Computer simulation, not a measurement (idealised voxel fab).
Proc. module: voxel self aligned vias
Shown is cross-section cut, with a width of 275 nm and square cells of size 5 nm.
Cross-section spec: square-cell grid; bands listed top down; each band is one or more rows. The band entry comprises the height of the band's top followed by the height of its bottom, expressed in nm, and subsequently the band's materials from left to right, each stated together with its width in nm. Where a single material is marked with the word "all across", that material fills the band from edge to edge. The word "blank" represents empty space. Heights are expressed relative to 0, this being the level below which the as-received wafer comprises one material exclusively. The lowest band is unbounded in the downward direction and is denoted as in "z 0 and below". Width "30->40": first value at the band's top row of cells, second value at its bottom row, equal change from row to row. Step note "no alterations made" = no cross-section cell changed. "Voids, fully enclosed" means: voids of 8 cells or more that are shut off from the top with no open way through. Written width x height at distance, distance from the left edge, in nm. Whatever follows a step's settings on its line is a remark the simulator itself makes about that step. overlay nm: mask right of planned place by this much (step with mask). Neg. = left.

The planned process steps are enumerated hereunder
| 1 | op RECEIVE | material Si |
| 2 | op CONFORMAL_DEP | material SiO2 | thk nm 15 |
| 3 | op CONFORMAL_DEP | material SiCN | thk nm 5 |
| 4 | op DIRECTIONAL_DEP | material SiO2 | thk nm 20 |
| 5 | op PATTERN | tone open | mask id LINES | material resist | width nm 20 | pitch nm 70 | thk nm 15 | overlay nm 0 |
| 6 | op DIRECTIONAL_ETCH | etch materials SiO2 | depth nm 20 |
| 7 | op STRIP | etch materials resist |
| 8 | op CONFORMAL_DEP | material TiN | thk nm 5 |
| 9 | op FILL_DEP | material W | thk nm 5 |
| 10 | op CMP | height nm 40 |
| 11 | op SELECTIVE_ETCH | etch materials W Ru TiN | depth nm 5 |
| 12 | op FILL_DEP | material SiN | thk nm 5 |
| 13 | op CMP | height nm 40 |
| 14 | op DIRECTIONAL_DEP | material SiO2 | thk nm 15 |
| 15 | op PATTERN | tone open | mask id VIAS | material resist | width nm 40 | pitch nm 140 | thk nm 15 | overlay nm 0 |
| 16 | op DIRECTIONAL_ETCH | etch materials SiO2 | depth nm 15 |
| 17 | op DIRECTIONAL_ETCH | etch materials SiN | depth nm 5 |
| 18 | op STRIP | etch materials resist |
| 19 | op CONFORMAL_DEP | material TiN | thk nm 5 |
| 20 | op FILL_DEP | material Cu | thk nm 10 |
| 21 | op CMP | height nm 55 |
| 22 | op CONFORMAL_DEP | material SiN | thk nm 5 |

Cross-section, incoming material, after step 1
	z 0 and below: Si all across
	Voids, fully enclosed: none

Cross-sectional view of the first of the two wafers upon completion of the module, processed in accordance with the plan
	z 60 to 55: SiN all across
	z 55 to 45: 45 SiO2, then 5 TiN, then 30 Cu, then 5 TiN, then 100 SiO2, then 5 TiN, then 30 Cu, then 5 TiN, then 50 SiO2
	z 45 to 40: 45 SiO2, then 15 TiN, then 10 Cu, then 15 TiN, then 100 SiO2, then 15 TiN, then 10 Cu, then 15 TiN, then 50 SiO2
	z 40 to 35: 55 SiO2, then 20 TiN, then 50 SiO2, then 20 SiN, then 50 SiO2, then 20 TiN, then 60 SiO2
	z 35 to 25: 55 SiO2, then 5 TiN, then 10 W, then 5 TiN, then 50 SiO2, then 5 TiN, then 10 W, then 5 TiN, then 50 SiO2, then 5 TiN, then 10 W, then 5 TiN, then 60 SiO2
	z 25 to 20: 55 SiO2, then 20 TiN, then 50 SiO2, then 20 TiN, then 50 SiO2, then 20 TiN, then 60 SiO2
	z 20 to 15: SiCN all across
	z 15 to 0: SiO2 all across
	z 0 and below: Si all across
	Voids, fully enclosed: none

Wafer two cross-section, module end. Start and plan unchanged from wafer one; one mistake made during the run
	z 60 to 55: SiN all across
	z 55 to 45: 45 SiO2, then 5 TiN, then 30 Cu, then 5 TiN, then 100 SiO2, then 5 TiN, then 30 Cu, then 5 TiN, then 50 SiO2
	z 45 to 40: 45 SiO2, then 15 TiN, then 10 Cu, then 15 TiN, then 100 SiO2, then 15 TiN, then 10 Cu, then 15 TiN, then 50 SiO2
	z 40 to 35: 55 SiO2, then 20 TiN, then 50 SiO2, then 20 SiN, then 50 SiO2, then 20 TiN, then 60 SiO2
	z 35 to 25: 55 SiO2, then 5 TiN, then 10 W, then 5 TiN, then 50 SiO2, then 5 TiN, then 10 W, then 5 TiN, then 50 SiO2, then 5 TiN, then 10 W, then 5 TiN, then 60 SiO2
	z 25 to 20: 55 SiO2, then 20 TiN, then 50 SiO2, then 20 TiN, then 50 SiO2, then 20 TiN, then 60 SiO2
	z 20 to 5: SiO2 all across
	z 5 to 0: SiCN all across
	z 0 and below: Si all across
	Voids, fully enclosed: none
Here's what went sideways: plan steps 2 and 3 run swapped
The two final wafers agree on how many cells each material fills and disagree on which cells those are.
